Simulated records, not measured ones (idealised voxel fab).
process module | voxel plated lines
cross-section cut | 230 nm wide | cells 5 nm
A cross-section is a grid of square cells, given in bands from the top down. A band is one or more rows of cells.
Each band's line starts with the height of the band's top and of its bottom, in nm. Then come its materials from left to right, each with its width in nm. One material with "throughout" fills the band from edge to edge. "air" is empty space.
Height 0 is the level under which the wafer as received is all one material. The lowest band goes on downwards, as in "0 down".
A width such as "30 to 40" changes by the same amount from each row of cells to the next, from the band's top row to its bottom row.
"no change" after a step means that no cell of the cross-section changed.
closed voids: empty space of 8 cells or more with no open way to the top, each as width x height at its distance from the left edge, in nm
after a step's settings: what the simulator itself notes on the step
overlay nm, on a step with a mask: how far to the right of its planned place the mask lay; to the left if negative
plan
1 op RECEIVE | material Si
2 op CONFORMAL_DEP | material Al2O3 | thk nm 5
3 op DIRECTIONAL_DEP | material TiN | thk nm 5
4 op PATTERN | tone open | mask id LINES | material resist | width nm 20 | pitch nm 45 | thk nm 35 | overlay nm 0
5 op EPI | material Ru | thk nm 10
6 op EPI | material Ru | thk nm 5
7 op EPI | material Ru | thk nm 5
8 op STRIP | etch materials resist
9 op DIRECTIONAL_ETCH | etch materials TiN | depth nm 5
10 op CONFORMAL_DEP | material SiO2 | thk nm 5
as received, after step 1
  0 down: Si throughout
  closed voids: none
a wafer at the end: this start, this plan, one mistake
  35 to 30: SiO2 40 | air 10 | SiO2 35 | air 10 | SiO2 35 | air 10 | SiO2 35 | air 10 | SiO2 45
  30 to 10: Ru 35 | SiO2 5 | air 10 | SiO2 5 | Ru 25 | SiO2 5 | air 10 | SiO2 5 | Ru 25 | SiO2 5 | air 10 | SiO2 5 | Ru 25 | SiO2 5 | air 10 | SiO2 5 | Ru 40
  10 to 5: TiN 35 | SiO2 20 | TiN 25 | SiO2 20 | TiN 25 | SiO2 20 | TiN 25 | SiO2 20 | TiN 40
  5 to 0: Al2O3 throughout
  0 down: Si throughout
  closed voids: none
what went wrong: step 4 ran as: op PATTERN | tone cover | mask id LINES | material resist | width nm 20 | pitch nm 45 | thk nm 35 | overlay nm 0
